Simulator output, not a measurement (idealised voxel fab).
Process module under the name voxel self aligned vias
Cross-section cut: width 275 nm, square cells of 5 nm.
Each cross-section below is a grid of square cells, stated as bands in top-down order, with one or more rows of cells making up each band.
Top, bottom (nm), then materials left to right with widths (nm); lone material tagged "all across" fills the whole band edge to edge; "air" = empty space.
We count height from 0. Below that, the starting wafer is all one material. The lowest band never ends at the bottom but goes on down; see "z 0 and below" for how that is written.
Width "30->40": first value at the band's top row of cells, second value at its bottom row, equal change from row to row.
For the purposes of this document, the phrase "left unchanged" attached to a step denotes that no cell within the cross-section was modified by that step.
If an empty space has no open way to the top and is at least 8 cells in size, "Closed void inventory" lists it, written width x height at distance, where distance is measured from the left edge and every value is in nm.
On each step's line, the part that comes after the settings is the simulator's own comment on the step.
overlay nm: mask offset rightward from planned place, masked step; negative means leftward offset.

### Listed below are the process steps as planned
1,RECEIVE [material Si]
2,CONFORMAL_DEP [material SiO2] [thk nm 15]
3,CONFORMAL_DEP [material SiCN] [thk nm 5]
4,DIRECTIONAL_DEP [material SiO2] [thk nm 20]
5,PATTERN [tone open] [mask id LINES] [material resist] [width nm 20] [pitch nm 55] [thk nm 15] [overlay nm -15]
6,DIRECTIONAL_ETCH [etch materials SiO2] [depth nm 20]
7,STRIP [etch materials resist]
8,CONFORMAL_DEP [material TiN] [thk nm 5]
9,FILL_DEP [material Ru] [thk nm 5]
10,CMP [height nm 40]
11,SELECTIVE_ETCH [etch materials W Ru TiN] [depth nm 10]
12,FILL_DEP [material SiN] [thk nm 5]
13,CMP [height nm 40]
14,DIRECTIONAL_DEP [material SiO2] [thk nm 15]
15,MASKED_ETCH [tone open] [mask id VIAS] [width nm 30] [pitch nm 55] [etch materials SiO2] [depth nm 15] [overlay nm 0]
16,MASKED_ETCH [tone open] [mask id VIAS] [width nm 30] [pitch nm 55] [etch materials SiN] [depth nm 10] [overlay nm 0]
17,CONFORMAL_DEP [material TiN] [thk nm 5]
18,FILL_DEP [material W] [thk nm 5]
19,CMP [height nm 55]
20,CONFORMAL_DEP [material SiCN] [thk nm 5]
Variable across wafers: step 5 overlay nm (plan value is that of the first wafer; starting state common to all).

### Received condition of the first of several wafers, sectioned: post-step 1
- z 0 and below  Si all across
- Closed void inventory: none

### End of module, by wafer: material-by-material cell gain (+) or loss (-) since receipt, then closed voids
overlay nm -15; +6 Ru; +110 SiCN; +12 SiN; +448 SiO2; +60 TiN; +24 W; Closed void inventory: none
overlay nm -10; +6 Ru; +110 SiCN; +6 SiN; +448 SiO2; +60 TiN; +30 W; Closed void inventory: none
overlay nm -5; +6 Ru; +110 SiCN; +448 SiO2; +60 TiN; +36 W; Closed void inventory: none
overlay nm 0; +6 Ru; +110 SiCN; +448 SiO2; +60 TiN; +36 W; Closed void inventory: none
overlay nm 5; +6 Ru; +110 SiCN; +448 SiO2; +60 TiN; +36 W; Closed void inventory: none
overlay nm 10; +6 Ru; +110 SiCN; +6 SiN; +448 SiO2; +60 TiN; +30 W; Closed void inventory: none
overlay nm 15; +6 Ru; +110 SiCN; +12 SiN; +448 SiO2; +60 TiN; +24 W; Closed void inventory: none
